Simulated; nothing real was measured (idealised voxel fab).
The following process module bears the name voxel trench capacitor.
It is cross-section cut that appears here, measuring 245 nm in width, its square cells being 5 nm in size.
If you're reading a cross-section in this doc, picture square cells in a grid; it comes to you as bands, top ones listed first down to the bottom, and a band can be one or more rows of cells. Top, bottom (nm), then materials left to right with widths (nm); lone material tagged "all across" fills the whole band edge to edge; "air" = empty space. Note: height 0 marks the level under which the wafer is uniformly one material as received. Lowest band unbounded below, written "z 0 and below". Think of "30..40" as a width that walks from the first number to the second as you go down the band, top row to bottom row, taking equal-sized steps from row to row. Step marked "no modifications"? Then no cell in the cross-section changed in it. Heads up: "Fully closed voids" only lists the empty pockets with no open path to the top that are 8 cells or more, and it writes them as width x height at distance, distance from the left edge, in nm. Post-settings text on a step line: simulator's own remark regarding the step. Each step line may optionally specify "overlay nm", which for a step with a mask gives the rightward distance between the mask's planned place and where it lay, a negative value indicating the leftward direction.

Steps planned for the process:
1. RECEIVE: material Si
2. CONFORMAL_DEP: material SiN, thk nm 10
3. DIRECTIONAL_DEP: material aC, thk nm 10
4. PATTERN: tone open, mask id TRENCH, material resist, width nm 25, pitch nm 45, thk nm 25, overlay nm 0
5. DIRECTIONAL_ETCH: etch materials aC, depth nm 10
6. STRIP: etch materials resist
7. DIRECTIONAL_ETCH: etch materials SiN, depth nm 10
8. DIRECTIONAL_ETCH: etch materials Si, depth nm 35
9. STRIP: etch materials aC
10. CONFORMAL_DEP: material Al2O3, thk nm 5
11. CONFORMAL_DEP: material TiN, thk nm 5
12. FILL_DEP: material W, thk nm 10
13. CMP: height nm 10

As-received state of the wafer in cross-section, equivalent to post-step 1:
  z 0 and below | Si all across
  Fully closed voids: none

The first of the two wafers as seen in cross-section once the module was finished; processing followed the plan:
  z 10 to 0 | SiN (85); Al2O3 (5); TiN (5); W (5); TiN (5); Al2O3 (5); SiN (20); Al2O3 (5); TiN (5); W (5); TiN (5); Al2O3 (5); SiN (90)
  z 0 to -25 | Si (85); Al2O3 (5); TiN (5); W (5); TiN (5); Al2O3 (5); Si (20); Al2O3 (5); TiN (5); W (5); TiN (5); Al2O3 (5); Si (90)
  z -25 to -30 | Si (85); Al2O3 (5); TiN (15); Al2O3 (5); Si (20); Al2O3 (5); TiN (15); Al2O3 (5); Si (90)
  z -30 to -35 | Si (85); Al2O3 (25); Si (20); Al2O3 (25); Si (90)
  z -35 and below | Si all across
  Fully closed voids: none

Wafer two cross-section, module end. Start and plan unchanged from wafer one; one mistake made during the run:
  z 10 to 0 | SiN (85); Al2O3 (25); SiN (20); Al2O3 (25); SiN (90)
  z 0 to -35 | Si (85); Al2O3 (25); Si (20); Al2O3 (25); Si (90)
  z -35 and below | Si all across
  Fully closed voids: none
Which mistake was made when the wafer was run? note that step 10 departed from the planned setting and was carried out as CONFORMAL_DEP: material Al2O3, thk nm 15
at the end the second wafer has, in cells: Al2O3 +48; TiN -34; W -14
